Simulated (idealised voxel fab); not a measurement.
The process module presented herein is designated voxel air gaps.
Xsec cut, 205 nm wide, square cell size 5 nm.
A cross-section is a grid of square cells, given in bands from the top down. A band is one or more rows of cells. Quick guide to a band line: top height, bottom height (nm) up front; then every material left to right with its width in nm. Only one material and it's marked "everywhere"? Then it fills the band edge to edge. And "empty" just means empty space. We count height from 0. Below that, the starting wafer is all one material. The lowest band never ends at the bottom but goes on down; see "0 and below" for how that is written. Top row gets the first number, bottom row gets the second, and each row in between changes by the same step: that is how a band width like "30 to 40" works. Step note "no alteration" = no cross-section cell changed. Empty spaces counting at least 8 cells and having no open way to the top are listed in "Entrapped voids". The notation width x height at distance is used for each, the distance being from the left edge and all three values in nm. If you see something after the settings on a step's line, that's the simulator's own remark about that step. The setting "overlay nm" may be written on the line of a step. When the step uses a mask, the value reports how far to the right of the planned place the mask lay, and a negative value reports that it lay to the left.

## The process steps that were planned are listed below
- 1: RECEIVE (material Si)
- 2: CONFORMAL_DEP (material SiO2; thk nm 15)
- 3: CONFORMAL_DEP (material SiN; thk nm 5)
- 4: DIRECTIONAL_DEP (material lowk; thk nm 40)
- 5: MASKED_ETCH (tone open; mask id LINES; width nm 25; pitch nm 55; etch materials lowk; depth nm 40; overlay nm 0)
- 6: CONFORMAL_DEP (material TiN; thk nm 5)
- 7: FILL_DEP (material Ru; thk nm 5)
- 8: CMP (height nm 60)
- 9: EPI (material Ru; thk nm 10)
- 10: SELECTIVE_ETCH (etch materials lowk; depth nm 50)
- 11: CONFORMAL_DEP (material SiCN; thk nm 5)

## Step 1 complete: cross-section of the wafer as received
0 and below = Si everywhere
Entrapped voids: none

## Post-module cross-section of the first of two wafers (run per plan)
75 down to 70 = empty: 20; SiCN: 165; empty: 20
70 down to 60 = empty: 20; SiCN: 5; Ru: 45; SiCN: 10; Ru: 45; SiCN: 10; Ru: 45; SiCN: 5; empty: 20
60 down to 55 = empty: 20; SiCN: 15; TiN: 5; Ru: 15; TiN: 5; SiCN: 30; TiN: 5; Ru: 15; TiN: 5; SiCN: 30; TiN: 5; Ru: 15; TiN: 5; SiCN: 15; empty: 20
55 down to 25 = empty: 30; SiCN: 5; TiN: 5; Ru: 15; TiN: 5; SiCN: 5; empty: 20; SiCN: 5; TiN: 5; Ru: 15; TiN: 5; SiCN: 5; empty: 20; SiCN: 5; TiN: 5; Ru: 15; TiN: 5; SiCN: 5; empty: 30
25 down to 20 = SiCN: 35; TiN: 25; SiCN: 30; TiN: 25; SiCN: 30; TiN: 25; SiCN: 35
20 down to 15 = SiN everywhere
15 down to 0 = SiO2 everywhere
0 and below = Si everywhere
Entrapped voids: 20 x 30 at 65; 20 x 30 at 120

## Cross-section of the latter of the two wafers at module completion. It had an identical start and an identical plan to the former; in running it, one mistake was made
75 down to 70 = empty: 30; SiCN: 165; empty: 10
70 down to 60 = empty: 30; SiCN: 5; Ru: 45; SiCN: 10; Ru: 45; SiCN: 10; Ru: 45; SiCN: 5; empty: 10
60 down to 55 = empty: 30; SiCN: 15; TiN: 5; Ru: 15; TiN: 5; SiCN: 30; TiN: 5; Ru: 15; TiN: 5; SiCN: 30; TiN: 5; Ru: 15; TiN: 5; SiCN: 15; empty: 10
55 down to 25 = empty: 40; SiCN: 5; TiN: 5; Ru: 15; TiN: 5; SiCN: 5; empty: 20; SiCN: 5; TiN: 5; Ru: 15; TiN: 5; SiCN: 5; empty: 20; SiCN: 5; TiN: 5; Ru: 15; TiN: 5; SiCN: 5; empty: 20
25 down to 20 = SiCN: 45; TiN: 25; SiCN: 30; TiN: 25; SiCN: 30; TiN: 25; SiCN: 25
20 down to 15 = SiN everywhere
15 down to 0 = SiO2 everywhere
0 and below = Si everywhere
Entrapped voids: 20 x 30 at 75; 20 x 30 at 130
The plan and the run diverged here: planned and actual differ for step 5; actual: MASKED_ETCH (tone open; mask id LINES; width nm 25; pitch nm 55; etch materials lowk; depth nm 40; overlay nm 10)
By the end, you'd get the same cell count for each material on either wafer, but the second wafer puts them somewhere else.
